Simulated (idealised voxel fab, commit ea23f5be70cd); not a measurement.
Process module heading - voxel self aligned vias
cross-section cut | 180 nm wide | cells 5 nm
Cross-section = grid of square cells, listed top down in bands; band = one or more rows.
First you get the band's top height and its bottom height, in nm, and then the materials it's made of, left to right, with each width in nm. If you see a single material with "full width", that one covers the band edge to edge. "empty" is empty space.
All heights in this document are referenced to 0, defined as the level beneath which the wafer, as received, consists entirely of one material. The lowest band is not bounded below; it extends indefinitely downward and is written in the form "0 down".
It should be noted that a width expressed as "30->40" varies in equal increments from row to row of cells within the band, taking the value of the first number at the top row and that of the second number at the bottom row.
For the purposes of this document, the phrase "nothing changed" attached to a step denotes that no cell within the cross-section was modified by that step.
"Entrapped void list": empty spaces of 8 cells or more with no open way to the top, each given as width x height at distance, distance from the left edge, all in nm.
Heads up: the bit after the settings on a step's line is the simulator's remark on that step.
Among the settings permitted on a step's line is "overlay nm"; applied to a step with a mask, it specifies the extent to which the mask lay to the right of its planned position, whereas a negative figure signifies a position to the left.

### The steps planned for the process are as follows
1: RECEIVE (material Si)
2: CONFORMAL_DEP (material SiO2; thk nm 10)
3: CONFORMAL_DEP (material SiCN; thk nm 5)
4: DIRECTIONAL_DEP (material SiO2; thk nm 25)
5: PATTERN (tone open; mask id LINES; material resist; width nm 30; pitch nm 55; thk nm 20; overlay nm 0)
6: DIRECTIONAL_ETCH (etch materials SiO2; depth nm 25)
7: STRIP (etch materials resist)
8: CONFORMAL_DEP (material TiN; thk nm 5)
9: FILL_DEP (material W; thk nm 10)
10: CMP (height nm 40)
11: SELECTIVE_ETCH (etch materials W Ru TiN; depth nm 10)
12: FILL_DEP (material SiN; thk nm 5)
13: CMP (height nm 40)
14: DIRECTIONAL_DEP (material SiO2; thk nm 20)
15: PATTERN (tone open; mask id VIAS; material resist; width nm 40; pitch nm 55; thk nm 20; overlay nm 0)
16: DIRECTIONAL_ETCH (etch materials SiO2; depth nm 20)
17: DIRECTIONAL_ETCH (etch materials SiN; depth nm 10)
18: STRIP (etch materials resist)
19: CONFORMAL_DEP (material TiN; thk nm 5)
20: FILL_DEP (material Cu; thk nm 5)
21: CMP (height nm 60)
22: CONFORMAL_DEP (material SiN; thk nm 5)

### Cross-section of the wafer at receipt, which is the condition after step 1
* 0 down = Si full width
* Entrapped void list: none

### End-of-module XS, first of two wafers, run as planned
* 65 to 60 = SiN full width
* 60 to 45 = SiO2 (40) / TiN (5) / Cu (30) / TiN (5) / SiO2 (15) / TiN (5) / Cu (30) / TiN (5) / SiO2 (45)
* 45 to 35 = SiO2 (40->45) / TiN (10->5) / Cu (20) / TiN (10->5) / SiO2 (15->25) / TiN (10->5) / Cu (20) / TiN (10->5) / SiO2 (45->50)
* 35 to 30 = SiO2 (45) / TiN (30) / SiO2 (25) / TiN (30) / SiO2 (50)
* 30 to 20 = SiO2 (45) / TiN (5) / W (20) / TiN (5) / SiO2 (25) / TiN (5) / W (20) / TiN (5) / SiO2 (50)
* 20 to 15 = SiO2 (45) / TiN (30) / SiO2 (25) / TiN (30) / SiO2 (50)
* 15 to 10 = SiCN full width
* 10 to 0 = SiO2 full width
* 0 down = Si full width
* Entrapped void list: none

### Wafer two, sectioned after the module: the first wafer's start, the first wafer's plan, and one mistake in how it was run
* 65 to 60 = SiN full width
* 60 to 55 = SiO2 (40) / TiN (15) / Cu (10) / TiN (15) / SiO2 (15) / TiN (15) / Cu (10) / TiN (15) / SiO2 (45)
* 55 to 40 = SiO2 (40) / TiN (40) / SiO2 (15) / TiN (40) / SiO2 (45)
* 40 to 30 = SiO2 (45) / TiN (30) / SiO2 (25) / TiN (30) / SiO2 (50)
* 30 to 20 = SiO2 (45) / TiN (5) / W (20) / TiN (5) / SiO2 (25) / TiN (5) / W (20) / TiN (5) / SiO2 (50)
* 20 to 15 = SiO2 (45) / TiN (30) / SiO2 (25) / TiN (30) / SiO2 (50)
* 15 to 10 = SiCN full width
* 10 to 0 = SiO2 full width
* 0 down = Si full width
* Entrapped void list: none
In executing the process, a mistake was made relative to the plan: step 19, actual vs plan mismatch, actual run CONFORMAL_DEP (material TiN; thk nm 15)
Once processing is complete, comparing cell counts shows that the second wafer has more or fewer of certain materials than the first: Cu: 48 fewer, TiN: 48 more
